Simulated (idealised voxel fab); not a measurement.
This section sets out a process module, namely voxel tone inversion.
Displayed cross-section: cut, width of 230 nm, square cells sized 5 nm.
A cross-section is a grid of square cells, given in bands from the top down. A band is one or more rows of cells.
Basically the band line says how high the top is and how high the bottom is, in nm, and then what's in it from left to right, every material with its width in nm. Empty space shows up as "air", and if a single material carries "all across" it runs the full band edge to edge.
Height is counted from the level 0, under which the received wafer is composed throughout of one material. The lowest of the bands is not closed at the bottom but continues downward, in the notation "0 nm and below".
A width such as "30->40" changes by the same amount from each row of cells to the next, from the band's top row to its bottom row.
Key: "nothing altered" - step with no changed cell in the cross-section.
Cavities, closed: empty space of 8 cells or more with no open way to the top, each as width x height at its distance from the left edge, in nm
If you see something after the settings on a step's line, that's the simulator's own remark about that step.
The line of a step may include "overlay nm". On a step with a mask, this value is how far to the right of its planned place the mask lay. A negative value means the mask lay to the left.

The planned process steps are enumerated hereunder:
step 1: RECEIVE (material Si)
step 2: CONFORMAL_DEP (material SiN; thk nm 10)
step 3: DIRECTIONAL_DEP (material polySi; thk nm 15)
step 4: PATTERN (tone cover; mask id POSTS; material resist; width nm 15; pitch nm 30; thk nm 25; overlay nm -15)
step 5: DIRECTIONAL_ETCH (etch materials polySi; depth nm 15)
step 6: STRIP (etch materials resist)
step 7: FILL_DEP (material lowk; thk nm 10)
step 8: CMP (height nm 25)
step 9: STRIP (etch materials polySi)
step 10: CONFORMAL_DEP (material TiN; thk nm 5)
step 11: FILL_DEP (material W; thk nm 10)
step 12: CMP (height nm 25)
step 13: CONFORMAL_DEP (material SiCN; thk nm 5)
Heads up: all these wafers start the same, and what changes between them is the overlay nm in step 4. The value you see in the plan is just what the first wafer got.

First of several wafers, received after step 1, in cross-section:
- 0 nm and below = Si all across
- Cavities, closed: none

For your reference, the table is organized with a row per wafer; each row reflects the wafer at the end of the module, indicating for each material the cells gained (+) or lost (-) since receipt, and thereafter its closed voids:
overlay nm -15 | +46 SiCN | +92 SiN | +28 TiN | +8 W | +102 lowk | Cavities, closed: none
overlay nm -10 | +46 SiCN | +92 SiN | +28 TiN | +8 W | +102 lowk | Cavities, closed: none
overlay nm -5 | +46 SiCN | +92 SiN | +28 TiN | +8 W | +102 lowk | Cavities, closed: none
overlay nm 0 | +46 SiCN | +92 SiN | +28 TiN | +8 W | +102 lowk | Cavities, closed: none
overlay nm 5 | +46 SiCN | +92 SiN | +28 TiN | +8 W | +102 lowk | Cavities, closed: none
overlay nm 10 | +46 SiCN | +92 SiN | +28 TiN | +8 W | +102 lowk | Cavities, closed: none
overlay nm 15 | +46 SiCN | +92 SiN | +28 TiN | +8 W | +102 lowk | Cavities, closed: none
